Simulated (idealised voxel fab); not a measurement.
Name of the process module below: voxel released beams
Displayed cross-section: cut, width of 300 nm, square cells sized 5 nm.
Notation: cross-section as square-cell grid; stated in bands, top first, going down; one or more cell rows per band. Band: top height; bottom height; in nm. Then, left to right: material with width in nm, for each material. "full width": a single material spanning edge to edge. "air": empty space. Height reference: 0 = level under which incoming wafer is all one material. Lowest band: no bottom, runs on downward, e.g. "from 0 down". Width spec "30 to 40" -> top row of cells at first value, bottom row at second value, equal per-row change in between. "remained the same" after a step means that no cell of the cross-section changed. Enclosed voids (no open way to top), threshold 8 cells or more, entry "Internal closed voids", notation width x height at distance, distance from left edge, nm. after a step's settings: what the simulator itself notes on the step. overlay nm: where the mask lay relative to plan, measured to the right, on steps with a mask; negatives go left.
Listed below are the process steps as planned
| 1 | op RECEIVE | material Si |
| 2 | op CONFORMAL_DEP | material Al2O3 | thk nm 10 |
| 3 | op DIRECTIONAL_DEP | material SiO2 | thk nm 15 |
| 4 | op MASKED_ETCH | tone open | mask id ANCHOR | width nm 35 | etch materials SiO2 | depth nm 15 | overlay nm 0 |
| 5 | op CONFORMAL_DEP | material W | thk nm 10 |
| 6 | op PATTERN | tone cover | mask id BEAM | material resist | width nm 100 | thk nm 20 | overlay nm 0 |
| 7 | op DIRECTIONAL_ETCH | etch materials W | depth nm 10 |
| 8 | op STRIP | etch materials resist |
| 9 | op STRIP | etch materials SiO2 |
as received, after step 1
    from 0 down: Si full width
    Internal closed voids: none
Cross-section, first of two wafers, end of module, run as planned
    from 35 to 25: air 95 / W 15 / air 15 / W 70 / air 105
    from 25 to 20: air 100 / W 10 / air 15 / W 10 / air 165
    from 20 to 10: air 100 / W 35 / air 165
    from 10 to 0: Al2O3 full width
    from 0 down: Si full width
    Internal closed voids: none
The second wafer, shown in cross-section after the module: started the same way as the first and given the same plan, yet one mistake crept into how it was run
    from 35 to 25: air 95 / W 5 / air 15 / W 80 / air 105
    from 25 to 20: air 90 / W 10 / air 15 / W 10 / air 175
    from 20 to 10: air 90 / W 35 / air 175
    from 10 to 0: Al2O3 full width
    from 0 down: Si full width
    Internal closed voids: none
Misprocessing identified: step 4 ran differently from the plan; actual operation with settings: op MASKED_ETCH | tone open | mask id ANCHOR | width nm 35 | etch materials SiO2 | depth nm 15 | overlay nm -10
Same inventory, different map: at the end, the second wafer holds as many cells of each material as the first, placed elsewhere.
